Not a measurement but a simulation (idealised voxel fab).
The following process module bears the name voxel fin reveal.
It is cross-section cut that appears here, measuring 165 nm in width, its square cells being 5 nm in size.
Square cells in a grid make up a cross-section in this document, and the grid is given as bands, listed from the top down, each one or more rows of cells.
Heights first: top, then bottom, in nm. Then materials, left to right, each with a width in nm. "everywhere" on a single material: fills the band edge to edge. "blank": empty space.
Heights are expressed relative to 0, this being the level below which the as-received wafer comprises one material exclusively. The lowest band is unbounded in the downward direction and is denoted as in "0 nm and below".
Read "30..40" as a graded width: first number on top, second number at the bottom, same change between each pair of neighbouring rows.
Reading "all unchanged" for a step: not a cell of the cross-section changed in it.
So "Closed void roster" is basically the list of trapped voids: any empty space of 8 cells or more that can't reach the top through an opening. They're written width x height at distance, the distance being from the left edge, and it's all nm.
Whatever follows a step's settings on its line is a remark the simulator itself makes about that step.
overlay nm: on a step with a mask, how far right of its planned place the mask lay; negative means left.
These are the steps we planned for the process:
1. RECEIVE,material Si
2. CONFORMAL_DEP,material SiN,thk nm 5
3. MASKED_ETCH,tone cover,mask id FINS,width nm 15,pitch nm 40,etch materials SiN,depth nm 5,overlay nm 0
4. MASKED_ETCH,tone cover,mask id FINS,width nm 15,pitch nm 40,etch materials Si,depth nm 40,overlay nm 0
5. OXIDIZE,depth nm 5
6. FILL_DEP,material SiO2,thk nm 5
7. CMP,height nm 5
8. SELECTIVE_ETCH,etch materials SiO2,depth nm 30
9. STRIP,etch materials SiN
Step 1 complete: cross-section of the wafer as received:
0 nm and below: Si everywhere
Closed void roster: none
One mistake in running the module, otherwise start and plan as above: cross-section at the end:
5 nm to 0 nm: blank=15; SiN=15; blank=25; SiN=15; blank=25; SiN=15; blank=25; SiN=15; blank=15
0 nm to -25 nm: blank=20; Si=5; blank=35; Si=5; blank=35; Si=5; blank=35; Si=5; blank=20
-25 nm to -45 nm: SiO2=20; Si=5; SiO2=35; Si=5; SiO2=35; Si=5; SiO2=35; Si=5; SiO2=20
-45 nm and below: Si everywhere
Closed void roster: none
Here's what went sideways: step 9 was left out
